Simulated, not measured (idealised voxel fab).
process module | voxel wiring stack
cross-section cut | 200 nm wide | cells 5 nm
A cross-section is a grid of square cells, given in bands from the top down. A band is one or more rows of cells.
Each band's line starts with the height of the band's top and of its bottom, in nm. Then come its materials from left to right, each with its width in nm. One material with "throughout" fills the band from edge to edge. "air" is empty space.
Height 0 is the level under which the wafer as received is all one material. The lowest band goes on downwards, as in "0 down".
A width such as "30 to 40" changes by the same amount from each row of cells to the next, from the band's top row to its bottom row.
"no change" after a step means that no cell of the cross-section changed.
closed voids: empty space of 8 cells or more with no open way to the top, each as width x height at its distance from the left edge, in nm
after a step's settings: what the simulator itself notes on the step
overlay nm, on a step with a mask: how far to the right of its planned place the mask lay; to the left if negative
Each pair below shows a cross-section before one step and the cross-section after it, down to the lowest band that changed. The line under each pair gives the step between them, with its settings. The pairs can come from different runs of this module on the same starting wafer, so a pair continues from the pair above only where its "before" says so.
before
  125 to 110: air 60 | resist 25 | air 30 | resist 25 | air 60
  110 to 95: air 60 | aC 25 | air 30 | aC 25 | air 60
  95 to 75: Ru throughout
  75 to 70: TiN throughout
  70 to 50: lowk 60 | Ru 15 | lowk 125
  50 to 45: SiCN 60 | Ru 15 | SiCN 125
  45 to 35: lowk 55 | SiCN 5 | W 25 | SiCN 5 | lowk 20 | SiCN 5 | W 25 | SiCN 5 | lowk 55
  35 to 30: SiCN 60 | TiN 25 | SiCN 30 | TiN 25 | SiCN 60
  30 to 0: SiO2 throughout
  0 down: Si throughout
  closed voids: none
after
  110 to 95: air 60 | aC 25 | air 30 | aC 25 | air 60
  below 95: unchanged
  closed voids: none
the step between: op STRIP | etch materials resist
before: the cross-section after the pair above
after
  110 to 95: air 60 | aC 25 | air 30 | aC 25 | air 60
  95 to 75: air 60 | Ru 25 | air 30 | Ru 25 | air 60
  below 75: unchanged
  closed voids: none
the step between: op DIRECTIONAL_ETCH | etch materials Ru | depth nm 20
before: the cross-section after the pair above
after
  110 to 95: air 60 | aC 25 | air 30 | aC 25 | air 60
  95 to 75: air 60 | Ru 25 | air 30 | Ru 25 | air 60
  75 to 70: air 60 | TiN 25 | air 30 | TiN 25 | air 60
  below 70: unchanged
  closed voids: none
the step between: op DIRECTIONAL_ETCH | etch materials TiN | depth nm 5
before: the cross-section after the pair above
after
  95 to 75: air 60 | Ru 25 | air 30 | Ru 25 | air 60
  below 75: unchanged
  closed voids: none
the step between: op STRIP | etch materials aC
before: the cross-section after the pair above
after
  100 to 95: air 55 | SiN 35 | air 20 | SiN 35 | air 55
  95 to 75: air 55 | SiN 5 | Ru 25 | SiN 5 | air 20 | SiN 5 | Ru 25 | SiN 5 | air 55
  75 to 70: SiN 60 | TiN 25 | SiN 30 | TiN 25 | SiN 60
  below 70: unchanged
  closed voids: none
the step between: op CONFORMAL_DEP | material SiN | thk nm 5
before: the cross-section after the pair above
after
  110 to 100: SiO2 throughout
  100 to 95: SiO2 55 | SiN 35 | SiO2 20 | SiN 35 | SiO2 55
  95 to 75: SiO2 55 | SiN 5 | Ru 25 | SiN 5 | SiO2 20 | SiN 5 | Ru 25 | SiN 5 | SiO2 55
  below 75: unchanged
  closed voids: none
the step between: op FILL_DEP | material SiO2 | thk nm 10
before: the cross-section after the pair above
after
  95 to 75: SiO2 55 | SiN 5 | Ru 25 | SiN 5 | SiO2 20 | SiN 5 | Ru 25 | SiN 5 | SiO2 55
  below 75: unchanged
  closed voids: none
the step between: op CMP | height nm 95
before: the cross-section after the pair above
after
  100 to 95: SiCN throughout
  below 95: unchanged
  closed voids: none
the step between: op CONFORMAL_DEP | material SiCN | thk nm 5
before: the cross-section after the pair above
after
  110 to 100: lowk throughout
  below 100: unchanged
  closed voids: none
the step between: op DIRECTIONAL_DEP | material lowk | thk nm 10
before: the cross-section after the pair above
after
  120 to 110: aC throughout
  below 110: unchanged
  closed voids: none
the step between: op DIRECTIONAL_DEP | material aC | thk nm 10
before: the cross-section after the pair above
after
  145 to 120: resist 60 | air 15 | resist 40 | air 15 | resist 70
  below 120: unchanged
  closed voids: none
the step between: op PATTERN | tone open | mask id PLUG_2 | material resist | width nm 15 | pitch nm 55 | thk nm 25 | overlay nm 0
before: the cross-section after the pair above
after
  135 to 120: resist 60 | air 15 | resist 40 | air 15 | resist 70
  120 to 110: aC 60 | air 15 | aC 40 | air 15 | aC 70
  below 110: unchanged
  closed voids: none
the step between: op DIRECTIONAL_ETCH | etch materials aC | depth nm 10
before: the cross-section after the pair above
after
  120 to 110: aC 60 | air 15 | aC 40 | air 15 | aC 70
  below 110: unchanged
  closed voids: none
the step between: op STRIP | etch materials resist
before: the cross-section after the pair above
after
  120 to 110: aC 60 | air 15 | aC 40 | air 15 | aC 70
  110 to 100: lowk 60 | air 15 | lowk 40 | air 15 | lowk 70
  below 100: unchanged
  closed voids: none
the step between: op DIRECTIONAL_ETCH | etch materials lowk | depth nm 10
before: the cross-section after the pair above
after
  120 to 110: aC 60 | air 15 | aC 40 | air 15 | aC 70
  110 to 100: lowk 60 | air 15 | lowk 40 | air 15 | lowk 70
  100 to 95: SiCN 60 | air 15 | SiCN 40 | air 15 | SiCN 70
  below 95: unchanged
  closed voids: none
the step between: op DIRECTIONAL_ETCH | etch materials SiCN | depth nm 5
before: the cross-section after the pair above
after
  110 to 100: lowk 60 | air 15 | lowk 40 | air 15 | lowk 70
  below 100: unchanged
  closed voids: none
the step between: op STRIP | etch materials aC
before: the cross-section after the pair above
after
  115 to 110: TiN 65 | air 5 | TiN 50 | air 5 | TiN 75
  110 to 100: lowk 60 | TiN 5 | air 5 | TiN 5 | lowk 40 | TiN 5 | air 5 | TiN 5 | lowk 70
  100 to 95: SiCN 60 | TiN 15 | SiCN 40 | TiN 15 | SiCN 70
  below 95: unchanged
  closed voids: none
the step between: op CONFORMAL_DEP | material TiN | thk nm 5
before: the cross-section after the pair above
after
  125 to 115: Ru throughout
  115 to 110: TiN 65 | Ru 5 | TiN 50 | Ru 5 | TiN 75
  110 to 100: lowk 60 | TiN 5 | Ru 5 | TiN 5 | lowk 40 | TiN 5 | Ru 5 | TiN 5 | lowk 70
  below 100: unchanged
  closed voids: none
the step between: op FILL_DEP | material Ru | thk nm 10
before: the cross-section after the pair above
after
  110 to 100: lowk 60 | TiN 5 | Ru 5 | TiN 5 | lowk 40 | TiN 5 | Ru 5 | TiN 5 | lowk 70
  below 100: unchanged
  closed voids: none
the step between: op CMP | height nm 110
before: the cross-section after the pair above
after
  115 to 110: SiN throughout
  below 110: unchanged
  closed voids: none
the step between: op CONFORMAL_DEP | material SiN | thk nm 5
before: the cross-section after the pair above
after
  140 to 115: SiO2 throughout
  below 115: unchanged
  closed voids: none
the step between: op DIRECTIONAL_DEP | material SiO2 | thk nm 25
before: the cross-section after the pair above
after
  160 to 140: resist 60 | air 25 | resist 30 | air 25 | resist 60
  below 140: unchanged
  closed voids: none
the step between: op PATTERN | tone open | mask id METAL_3 | material resist | width nm 25 | pitch nm 55 | thk nm 20 | overlay nm 0
before: the cross-section after the pair above
after
  160 to 140: resist 60 | air 25 | resist 30 | air 25 | resist 60
  140 to 115: SiO2 60 | air 25 | SiO2 30 | air 25 | SiO2 60
  below 115: unchanged
  closed voids: none
the step between: op DIRECTIONAL_ETCH | etch materials SiO2 | depth nm 25
before: the cross-section after the pair above
after
  160 to 140: resist 60 | air 25 | resist 30 | air 25 | resist 60
  140 to 115: SiO2 60 | air 25 | SiO2 30 | air 25 | SiO2 60
  115 to 110: SiN 60 | air 25 | SiN 30 | air 25 | SiN 60
  below 110: unchanged
  closed voids: none
the step between: op DIRECTIONAL_ETCH | etch materials SiN | depth nm 5
before: the cross-section after the pair above
after
  140 to 115: SiO2 60 | air 25 | SiO2 30 | air 25 | SiO2 60
  below 115: unchanged
  closed voids: none
the step between: op STRIP | etch materials resist
before: the cross-section after the pair above
after
  145 to 140: TiN 65 | air 15 | TiN 40 | air 15 | TiN 65
  140 to 115: SiO2 60 | TiN 5 | air 15 | TiN 5 | SiO2 30 | TiN 5 | air 15 | TiN 5 | SiO2 60
  115 to 110: SiN 60 | TiN 25 | SiN 30 | TiN 25 | SiN 60
  below 110: unchanged
  closed voids: none
the step between: op CONFORMAL_DEP | material TiN | thk nm 5
before: the cross-section after the pair above
after
  155 to 145: Cu throughout
  145 to 140: TiN 65 | Cu 15 | TiN 40 | Cu 15 | TiN 65
  140 to 115: SiO2 60 | TiN 5 | Cu 15 | TiN 5 | SiO2 30 | TiN 5 | Cu 15 | TiN 5 | SiO2 60
  below 115: unchanged
  closed voids: none
the step between: op FILL_DEP | material Cu | thk nm 10
before: the cross-section after the pair above
after
  140 to 115: SiO2 60 | TiN 5 | Cu 15 | TiN 5 | SiO2 30 | TiN 5 | Cu 15 | TiN 5 | SiO2 60
  below 115: unchanged
  closed voids: none
the step between: op CMP | height nm 140
before: the cross-section after the pair above
after
  145 to 140: SiCN throughout
  below 140: unchanged
  closed voids: none
the step between: op CONFORMAL_DEP | material SiCN | thk nm 5
before
  15 to 0: SiO2 throughout
  0 down: Si throughout
  closed voids: none
after
  40 to 15: W throughout
  below 15: unchanged
  closed voids: none
the step between: op DIRECTIONAL_DEP | material W | thk nm 25
before: the cross-section after the pair above
after
  45 to 40: TiN throughout
  below 40: unchanged
  closed voids: none
the step between: op DIRECTIONAL_DEP | material TiN | thk nm 5
before: the cross-section after the pair above
after
  65 to 45: air 60 | resist 25 | air 30 | resist 25 | air 60
  below 45: unchanged
  closed voids: none
the step between: op PATTERN | tone cover | mask id METAL_1 | material resist | width nm 25 | pitch nm 55 | thk nm 20 | overlay nm 0
before: the cross-section after the pair above
after
  65 to 45: air 60 | resist 25 | air 30 | resist 25 | air 60
  45 to 40: air 60 | TiN 25 | air 30 | TiN 25 | air 60
  below 40: unchanged
  closed voids: none
the step between: op DIRECTIONAL_ETCH | etch materials TiN | depth nm 5
before: the cross-section after the pair above
after
  45 to 40: air 60 | TiN 25 | air 30 | TiN 25 | air 60
  below 40: unchanged
  closed voids: none
the step between: op STRIP | etch materials resist
before: the cross-section after the pair above
after
  50 to 45: air 55 | SiCN 35 | air 20 | SiCN 35 | air 55
  45 to 40: SiCN 60 | TiN 25 | SiCN 30 | TiN 25 | SiCN 60
  below 40: unchanged
  closed voids: none
the step between: op CONFORMAL_DEP | material SiCN | thk nm 5
before: the cross-section after the pair above
after
  55 to 50: lowk throughout
  50 to 45: lowk 55 | SiCN 35 | lowk 20 | SiCN 35 | lowk 55
  below 45: unchanged
  closed voids: none
the step between: op FILL_DEP | material lowk | thk nm 5
before: the cross-section after the pair above
after
  45 to 40: SiCN 60 | TiN 25 | SiCN 30 | TiN 25 | SiCN 60
  below 40: unchanged
  closed voids: none
the step between: op CMP | height nm 45
before: the cross-section after the pair above
after
  50 to 45: SiCN throughout
  below 45: unchanged
  closed voids: none
the step between: op CONFORMAL_DEP | material SiCN | thk nm 5
before: the cross-section after the pair above
after
  70 to 50: lowk throughout
  below 50: unchanged
  closed voids: none
the step between: op DIRECTIONAL_DEP | material lowk | thk nm 20
before: the cross-section after the pair above
after
  85 to 70: aC throughout
  below 70: unchanged
  closed voids: none
the step between: op DIRECTIONAL_DEP | material aC | thk nm 15
before: the cross-section after the pair above
after
  115 to 85: resist 60 | air 15 | resist 125
  below 85: unchanged
  closed voids: none
the step between: op PATTERN | tone open | mask id PLUG_1 | material resist | width nm 15 | thk nm 30 | overlay nm 0
before: the cross-section after the pair above
after
  100 to 85: resist 60 | air 15 | resist 125
  85 to 70: aC 60 | air 15 | aC 125
  below 70: unchanged
  closed voids: none
the step between: op DIRECTIONAL_ETCH | etch materials aC | depth nm 15
before: the cross-section after the pair above
after
  85 to 70: aC 60 | air 15 | aC 125
  below 70: unchanged
  closed voids: none
the step between: op STRIP | etch materials resist
before: the cross-section after the pair above
after
  85 to 70: aC 60 | air 15 | aC 125
  70 to 50: lowk 60 | air 15 | lowk 125
  below 50: unchanged
  closed voids: none
the step between: op DIRECTIONAL_ETCH | etch materials lowk | depth nm 20
before: the cross-section after the pair above
after
  85 to 70: aC 60 | air 15 | aC 125
  70 to 50: lowk 60 | air 15 | lowk 125
  50 to 45: SiCN 60 | air 15 | SiCN 125
  below 45: unchanged
  closed voids: none
the step between: op DIRECTIONAL_ETCH | etch materials SiCN | depth nm 5
before: the cross-section after the pair above
after
  70 to 50: lowk 60 | air 15 | lowk 125
  below 50: unchanged
  closed voids: none
the step between: op STRIP | etch materials aC
before: the cross-section after the pair above
after
  70 to 55: lowk 60 | air 15 | lowk 125
  55 to 50: lowk 60 | Ru 15 | lowk 125
  50 to 45: SiCN 60 | Ru 15 | SiCN 125
  below 45: unchanged
  closed voids: none
the step between: op EPI | material Ru | thk nm 10
before: the cross-section after the pair above
after
  70 to 65: lowk 60 | air 15 | lowk 125
  65 to 50: lowk 60 | Ru 15 | lowk 125
  below 50: unchanged
  closed voids: none
the step between: op EPI | material Ru | thk nm 10
before: the cross-section after the pair above
after
  70 to 50: lowk 60 | Ru 15 | lowk 125
  below 50: unchanged
  closed voids: none
the step between: op EPI | material Ru | thk nm 5
before: the cross-section after the pair above
after
  75 to 70: TiN throughout
  below 70: unchanged
  closed voids: none
the step between: op DIRECTIONAL_DEP | material TiN | thk nm 5
before: the cross-section after the pair above
after
  95 to 75: Ru throughout
  below 75: unchanged
  closed voids: none
the step between: op DIRECTIONAL_DEP | material Ru | thk nm 20
before: the cross-section after the pair above
after
  110 to 95: aC throughout
  below 95: unchanged
  closed voids: none
the step between: op DIRECTIONAL_DEP | material aC | thk nm 15
before: the cross-section after the pair above
after
  140 to 110: air 60 | resist 25 | air 30 | resist 25 | air 60
  below 110: unchanged
  closed voids: none
the step between: op PATTERN | tone cover | mask id METAL_2 | material resist | width nm 25 | pitch nm 55 | thk nm 30 | overlay nm 0
before: the cross-section after the pair above
after
  125 to 110: air 60 | resist 25 | air 30 | resist 25 | air 60
  110 to 95: air 60 | aC 25 | air 30 | aC 25 | air 60
  below 95: unchanged
  closed voids: none
the step between: op DIRECTIONAL_ETCH | etch materials aC | depth nm 15
before: the cross-section after the pair above
after
  110 to 95: air 60 | aC 25 | air 30 | aC 25 | air 60
  below 95: unchanged
  closed voids: none
the step between: op STRIP | etch materials resist
before: the cross-section after the pair above
after
  110 to 95: air 60 | aC 25 | air 30 | aC 25 | air 60
  95 to 75: air 60 | Ru 25 | air 30 | Ru 25 | air 60
  below 75: unchanged
  closed voids: none
the step between: op DIRECTIONAL_ETCH | etch materials Ru | depth nm 20
before: the cross-section after the pair above
after
  110 to 95: air 60 | aC 25 | air 30 | aC 25 | air 60
  95 to 75: air 60 | Ru 25 | air 30 | Ru 25 | air 60
  75 to 70: air 60 | TiN 25 | air 30 | TiN 25 | air 60
  below 70: unchanged
  closed voids: none
the step between: op DIRECTIONAL_ETCH | etch materials TiN | depth nm 5
before: the cross-section after the pair above
after
  95 to 75: air 60 | Ru 25 | air 30 | Ru 25 | air 60
  below 75: unchanged
  closed voids: none
the step between: op STRIP | etch materials aC
before: the cross-section after the pair above
after
  100 to 95: air 55 | SiN 35 | air 20 | SiN 35 | air 55
  95 to 75: air 55 | SiN 5 | Ru 25 | SiN 5 | air 20 | SiN 5 | Ru 25 | SiN 5 | air 55
  75 to 70: SiN 60 | TiN 25 | SiN 30 | TiN 25 | SiN 60
  below 70: unchanged
  closed voids: none
the step between: op CONFORMAL_DEP | material SiN | thk nm 5
before: the cross-section after the pair above
after
  110 to 100: SiO2 throughout
  100 to 95: SiO2 55 | SiN 35 | SiO2 20 | SiN 35 | SiO2 55
  95 to 75: SiO2 55 | SiN 5 | Ru 25 | SiN 5 | SiO2 20 | SiN 5 | Ru 25 | SiN 5 | SiO2 55
  below 75: unchanged
  closed voids: none
the step between: op FILL_DEP | material SiO2 | thk nm 10
before: the cross-section after the pair above
after
  95 to 75: SiO2 55 | SiN 5 | Ru 25 | SiN 5 | SiO2 20 | SiN 5 | Ru 25 | SiN 5 | SiO2 55
  below 75: unchanged
  closed voids: none
the step between: op CMP | height nm 95
before: the cross-section after the pair above
after
  100 to 95: SiCN throughout
  below 95: unchanged
  closed voids: none
the step between: op CONFORMAL_DEP | material SiCN | thk nm 5
before: the cross-section after the pair above
after
  110 to 100: lowk throughout
  below 100: unchanged
  closed voids: none
the step between: op DIRECTIONAL_DEP | material lowk | thk nm 10
before: the cross-section after the pair above
after
  120 to 110: aC throughout
  below 110: unchanged
  closed voids: none
the step between: op DIRECTIONAL_DEP | material aC | thk nm 10
before: the cross-section after the pair above
after
  145 to 120: resist 60 | air 15 | resist 40 | air 15 | resist 70
  below 120: unchanged
  closed voids: none
the step between: op PATTERN | tone open | mask id PLUG_2 | material resist | width nm 15 | pitch nm 55 | thk nm 25 | overlay nm 0
before: the cross-section after the pair above
after
  135 to 120: resist 60 | air 15 | resist 40 | air 15 | resist 70
  120 to 110: aC 60 | air 15 | aC 40 | air 15 | aC 70
  below 110: unchanged
  closed voids: none
the step between: op DIRECTIONAL_ETCH | etch materials aC | depth nm 10
before: the cross-section after the pair above
after
  120 to 110: aC 60 | air 15 | aC 40 | air 15 | aC 70
  below 110: unchanged
  closed voids: none
the step between: op STRIP | etch materials resist
before: the cross-section after the pair above
after
  120 to 110: aC 60 | air 15 | aC 40 | air 15 | aC 70
  110 to 100: lowk 60 | air 15 | lowk 40 | air 15 | lowk 70
  below 100: unchanged
  closed voids: none
the step between: op DIRECTIONAL_ETCH | etch materials lowk | depth nm 10
before: the cross-section after the pair above
after
  120 to 110: aC 60 | air 15 | aC 40 | air 15 | aC 70
  110 to 100: lowk 60 | air 15 | lowk 40 | air 15 | lowk 70
  100 to 95: SiCN 60 | air 15 | SiCN 40 | air 15 | SiCN 70
  below 95: unchanged
  closed voids: none
the step between: op DIRECTIONAL_ETCH | etch materials SiCN | depth nm 5
before: the cross-section after the pair above
after
  110 to 100: lowk 60 | air 15 | lowk 40 | air 15 | lowk 70
  below 100: unchanged
  closed voids: none
the step between: op STRIP | etch materials aC
before: the cross-section after the pair above
after
  115 to 110: TiN 65 | air 5 | TiN 50 | air 5 | TiN 75
  110 to 100: lowk 60 | TiN 5 | air 5 | TiN 5 | lowk 40 | TiN 5 | air 5 | TiN 5 | lowk 70
  100 to 95: SiCN 60 | TiN 15 | SiCN 40 | TiN 15 | SiCN 70
  below 95: unchanged
  closed voids: none
the step between: op CONFORMAL_DEP | material TiN | thk nm 5
before: the cross-section after the pair above
after
  125 to 115: Ru throughout
  115 to 110: TiN 65 | Ru 5 | TiN 50 | Ru 5 | TiN 75
  110 to 100: lowk 60 | TiN 5 | Ru 5 | TiN 5 | lowk 40 | TiN 5 | Ru 5 | TiN 5 | lowk 70
  below 100: unchanged
  closed voids: none
the step between: op FILL_DEP | material Ru | thk nm 10
before: the cross-section after the pair above
after
  110 to 100: lowk 60 | TiN 5 | Ru 5 | TiN 5 | lowk 40 | TiN 5 | Ru 5 | TiN 5 | lowk 70
  below 100: unchanged
  closed voids: none
the step between: op CMP | height nm 110
before: the cross-section after the pair above
after
  115 to 110: SiN throughout
  below 110: unchanged
  closed voids: none
the step between: op CONFORMAL_DEP | material SiN | thk nm 5
before: the cross-section after the pair above
after
  140 to 115: SiO2 throughout
  below 115: unchanged
  closed voids: none
the step between: op DIRECTIONAL_DEP | material SiO2 | thk nm 25
before: the cross-section after the pair above
after
  160 to 140: resist 60 | air 25 | resist 30 | air 25 | resist 60
  below 140: unchanged
  closed voids: none
the step between: op PATTERN | tone open | mask id METAL_3 | material resist | width nm 25 | pitch nm 55 | thk nm 20 | overlay nm 0
before: the cross-section after the pair above
after
  160 to 140: resist 60 | air 25 | resist 30 | air 25 | resist 60
  140 to 115: SiO2 60 | air 25 | SiO2 30 | air 25 | SiO2 60
  below 115: unchanged
  closed voids: none
the step between: op DIRECTIONAL_ETCH | etch materials SiO2 | depth nm 25
before: the cross-section after the pair above
after
  160 to 140: resist 60 | air 25 | resist 30 | air 25 | resist 60
  140 to 115: SiO2 60 | air 25 | SiO2 30 | air 25 | SiO2 60
  115 to 110: SiN 60 | air 25 | SiN 30 | air 25 | SiN 60
  below 110: unchanged
  closed voids: none
the step between: op DIRECTIONAL_ETCH | etch materials SiN | depth nm 5
before: the cross-section after the pair above
after
  140 to 115: SiO2 60 | air 25 | SiO2 30 | air 25 | SiO2 60
  below 115: unchanged
  closed voids: none
the step between: op STRIP | etch materials resist
before: the cross-section after the pair above
after
  145 to 140: TiN 65 | air 15 | TiN 40 | air 15 | TiN 65
  140 to 115: SiO2 60 | TiN 5 | air 15 | TiN 5 | SiO2 30 | TiN 5 | air 15 | TiN 5 | SiO2 60
  115 to 110: SiN 60 | TiN 25 | SiN 30 | TiN 25 | SiN 60
  below 110: unchanged
  closed voids: none
the step between: op CONFORMAL_DEP | material TiN | thk nm 5
before: the cross-section after the pair above
after
  155 to 145: Cu throughout
  145 to 140: TiN 65 | Cu 15 | TiN 40 | Cu 15 | TiN 65
  140 to 115: SiO2 60 | TiN 5 | Cu 15 | TiN 5 | SiO2 30 | TiN 5 | Cu 15 | TiN 5 | SiO2 60
  below 115: unchanged
  closed voids: none
the step between: op FILL_DEP | material Cu | thk nm 10
before: the cross-section after the pair above
after
  140 to 115: SiO2 60 | TiN 5 | Cu 15 | TiN 5 | SiO2 30 | TiN 5 | Cu 15 | TiN 5 | SiO2 60
  below 115: unchanged
  closed voids: none
the step between: op CMP | height nm 140
before: the cross-section after the pair above
after
  145 to 140: SiCN throughout
  below 140: unchanged
  closed voids: none
the step between: op CONFORMAL_DEP | material SiCN | thk nm 5
before
  155 to 145: Cu throughout
  145 to 140: TiN 65 | Cu 15 | TiN 40 | Cu 15 | TiN 65
  140 to 115: SiO2 60 | TiN 5 | Cu 15 | TiN 5 | SiO2 30 | TiN 5 | Cu 15 | TiN 5 | SiO2 60
  115 to 110: SiN 60 | TiN 25 | SiN 30 | TiN 25 | SiN 60
  110 to 100: lowk 60 | TiN 5 | Ru 5 | TiN 5 | lowk 40 | TiN 5 | Ru 5 | TiN 5 | lowk 70
  100 to 95: SiCN 60 | TiN 15 | SiCN 40 | TiN 15 | SiCN 70
  95 to 75: SiO2 55 | SiN 5 | Ru 25 | SiN 5 | SiO2 20 | SiN 5 | Ru 25 | SiN 5 | SiO2 55
  75 to 70: SiN 60 | TiN 25 | SiN 30 | TiN 25 | SiN 60
  70 to 50: lowk 60 | Ru 15 | lowk 125
  50 to 45: SiCN 60 | Ru 15 | SiCN 125
  45 to 20: lowk 55 | SiCN 5 | W 25 | SiCN 5 | lowk 20 | SiCN 5 | W 25 | SiCN 5 | lowk 55
  20 to 15: SiCN 60 | TiN 25 | SiCN 30 | TiN 25 | SiCN 60
  15 to 0: SiO2 throughout
  0 down: Si throughout
  closed voids: none
after
  145 to 140: TiN 65 | Cu 15 | TiN 40 | Cu 15 | TiN 65
  below 140: unchanged
  closed voids: none
the step between: op CMP | height nm 145
before: the cross-section after the pair above
after
  150 to 145: SiCN throughout
  below 145: unchanged
  closed voids: none
the step between: op CONFORMAL_DEP | material SiCN | thk nm 5
before
  140 to 115: SiO2 throughout
  115 to 110: SiN throughout
  110 to 100: lowk 60 | TiN 5 | Ru 5 | TiN 5 | lowk 40 | TiN 5 | Ru 5 | TiN 5 | lowk 70
  100 to 95: SiCN 60 | TiN 15 | SiCN 40 | TiN 15 | SiCN 70
  95 to 75: SiO2 55 | SiN 5 | Ru 25 | SiN 5 | SiO2 20 | SiN 5 | Ru 25 | SiN 5 | SiO2 55
  75 to 70: SiN 60 | TiN 25 | SiN 30 | TiN 25 | SiN 60
  70 to 50: lowk 60 | Ru 15 | lowk 125
  50 to 45: SiCN 60 | Ru 15 | SiCN 125
  45 to 20: lowk 55 | SiCN 5 | W 25 | SiCN 5 | lowk 20 | SiCN 5 | W 25 | SiCN 5 | lowk 55
  20 to 15: SiCN 60 | TiN 25 | SiCN 30 | TiN 25 | SiCN 60
  15 to 0: SiO2 throughout
  0 down: Si throughout
  closed voids: none
after
  160 to 140: resist 65 | air 15 | resist 40 | air 15 | resist 65
  below 140: unchanged
  closed voids: none
the step between: op PATTERN | tone open | mask id METAL_3 | material resist | width nm 15 | pitch nm 55 | thk nm 20 | overlay nm 0
before: the cross-section after the pair above
after
  160 to 140: resist 65 | air 15 | resist 40 | air 15 | resist 65
  140 to 115: SiO2 65 | air 15 | SiO2 40 | air 15 | SiO2 65
  below 115: unchanged
  closed voids: none
the step between: op DIRECTIONAL_ETCH | etch materials SiO2 | depth nm 25
before: the cross-section after the pair above
after
  160 to 140: resist 65 | air 15 | resist 40 | air 15 | resist 65
  140 to 115: SiO2 65 | air 15 | SiO2 40 | air 15 | SiO2 65
  115 to 110: SiN 65 | air 15 | SiN 40 | air 15 | SiN 65
  below 110: unchanged
  closed voids: none
the step between: op DIRECTIONAL_ETCH | etch materials SiN | depth nm 5
before: the cross-section after the pair above
after
  140 to 115: SiO2 65 | air 15 | SiO2 40 | air 15 | SiO2 65
  below 115: unchanged
  closed voids: none
the step between: op STRIP | etch materials resist
before: the cross-section after the pair above
after
  145 to 140: TiN 70 | air 5 | TiN 50 | air 5 | TiN 70
  140 to 115: SiO2 65 | TiN 5 | air 5 | TiN 5 | SiO2 40 | TiN 5 | air 5 | TiN 5 | SiO2 65
  115 to 110: SiN 65 | TiN 15 | SiN 40 | TiN 15 | SiN 65
  below 110: unchanged
  closed voids: none
the step between: op CONFORMAL_DEP | material TiN | thk nm 5
before: the cross-section after the pair above
after
  155 to 145: Cu throughout
  145 to 140: TiN 70 | Cu 5 | TiN 50 | Cu 5 | TiN 70
  140 to 115: SiO2 65 | TiN 5 | Cu 5 | TiN 5 | SiO2 40 | TiN 5 | Cu 5 | TiN 5 | SiO2 65
  below 115: unchanged
  closed voids: none
the step between: op FILL_DEP | material Cu | thk nm 10
before: the cross-section after the pair above
after
  140 to 115: SiO2 65 | TiN 5 | Cu 5 | TiN 5 | SiO2 40 | TiN 5 | Cu 5 | TiN 5 | SiO2 65
  below 115: unchanged
  closed voids: none
the step between: op CMP | height nm 140
before: the cross-section after the pair above
after
  145 to 140: SiCN throughout
  below 140: unchanged
  closed voids: none
the step between: op CONFORMAL_DEP | material SiCN | thk nm 5
before
  110 to 95: aC throughout
  95 to 75: Ru throughout
  75 to 70: TiN throughout
  70 to 50: lowk 60 | Ru 15 | lowk 125
  50 to 45: SiCN 60 | Ru 15 | SiCN 125
  45 to 20: lowk 55 | SiCN 5 | W 25 | SiCN 5 | lowk 20 | SiCN 5 | W 25 | SiCN 5 | lowk 55
  20 to 15: SiCN 60 | TiN 25 | SiCN 30 | TiN 25 | SiCN 60
  15 to 0: SiO2 throughout
  0 down: Si throughout
  closed voids: none
after
  140 to 110: air 55 | resist 25 | air 30 | resist 25 | air 65
  below 110: unchanged
  closed voids: none
the step between: op PATTERN | tone cover | mask id METAL_2 | material resist | width nm 25 | pitch nm 55 | thk nm 30 | overlay nm -5
before: the cross-section after the pair above
after
  125 to 110: air 55 | resist 25 | air 30 | resist 25 | air 65
  110 to 95: air 55 | aC 25 | air 30 | aC 25 | air 65
  below 95: unchanged
  closed voids: none
the step between: op DIRECTIONAL_ETCH | etch materials aC | depth nm 15
before: the cross-section after the pair above
after
  110 to 95: air 55 | aC 25 | air 30 | aC 25 | air 65
  below 95: unchanged
  closed voids: none
the step between: op STRIP | etch materials resist
before: the cross-section after the pair above
after
  110 to 95: air 55 | aC 25 | air 30 | aC 25 | air 65
  95 to 75: air 55 | Ru 25 | air 30 | Ru 25 | air 65
  below 75: unchanged
  closed voids: none
the step between: op DIRECTIONAL_ETCH | etch materials Ru | depth nm 20
before: the cross-section after the pair above
after
  110 to 95: air 55 | aC 25 | air 30 | aC 25 | air 65
  95 to 75: air 55 | Ru 25 | air 30 | Ru 25 | air 65
  75 to 70: air 55 | TiN 25 | air 30 | TiN 25 | air 65
  below 70: unchanged
  closed voids: none
the step between: op DIRECTIONAL_ETCH | etch materials TiN | depth nm 5
before: the cross-section after the pair above
after
  95 to 75: air 55 | Ru 25 | air 30 | Ru 25 | air 65
  below 75: unchanged
  closed voids: none
the step between: op STRIP | etch materials aC
before: the cross-section after the pair above
after
  100 to 95: air 50 | SiN 35 | air 20 | SiN 35 | air 60
  95 to 75: air 50 | SiN 5 | Ru 25 | SiN 5 | air 20 | SiN 5 | Ru 25 | SiN 5 | air 60
  75 to 70: SiN 55 | TiN 25 | SiN 30 | TiN 25 | SiN 65
  below 70: unchanged
  closed voids: none
the step between: op CONFORMAL_DEP | material SiN | thk nm 5
before: the cross-section after the pair above
after
  110 to 100: SiO2 throughout
  100 to 95: SiO2 50 | SiN 35 | SiO2 20 | SiN 35 | SiO2 60
  95 to 75: SiO2 50 | SiN 5 | Ru 25 | SiN 5 | SiO2 20 | SiN 5 | Ru 25 | SiN 5 | SiO2 60
  below 75: unchanged
  closed voids: none
the step between: op FILL_DEP | material SiO2 | thk nm 10
before: the cross-section after the pair above
after
  95 to 75: SiO2 50 | SiN 5 | Ru 25 | SiN 5 | SiO2 20 | SiN 5 | Ru 25 | SiN 5 | SiO2 60
  below 75: unchanged
  closed voids: none
the step between: op CMP | height nm 95
before: the cross-section after the pair above
after
  100 to 95: SiCN throughout
  below 95: unchanged
  closed voids: none
the step between: op CONFORMAL_DEP | material SiCN | thk nm 5
before: the cross-section after the pair above
after
  110 to 100: lowk throughout
  below 100: unchanged
  closed voids: none
the step between: op DIRECTIONAL_DEP | material lowk | thk nm 10
before: the cross-section after the pair above
after
  120 to 110: aC throughout
  below 110: unchanged
  closed voids: none
the step between: op DIRECTIONAL_DEP | material aC | thk nm 10
before: the cross-section after the pair above
after
  145 to 120: resist 60 | air 15 | resist 40 | air 15 | resist 70
  below 120: unchanged
  closed voids: none
the step between: op PATTERN | tone open | mask id PLUG_2 | material resist | width nm 15 | pitch nm 55 | thk nm 25 | overlay nm 0
before: the cross-section after the pair above
after
  135 to 120: resist 60 | air 15 | resist 40 | air 15 | resist 70
  120 to 110: aC 60 | air 15 | aC 40 | air 15 | aC 70
  below 110: unchanged
  closed voids: none
the step between: op DIRECTIONAL_ETCH | etch materials aC | depth nm 10
before: the cross-section after the pair above
after
  120 to 110: aC 60 | air 15 | aC 40 | air 15 | aC 70
  below 110: unchanged
  closed voids: none
the step between: op STRIP | etch materials resist
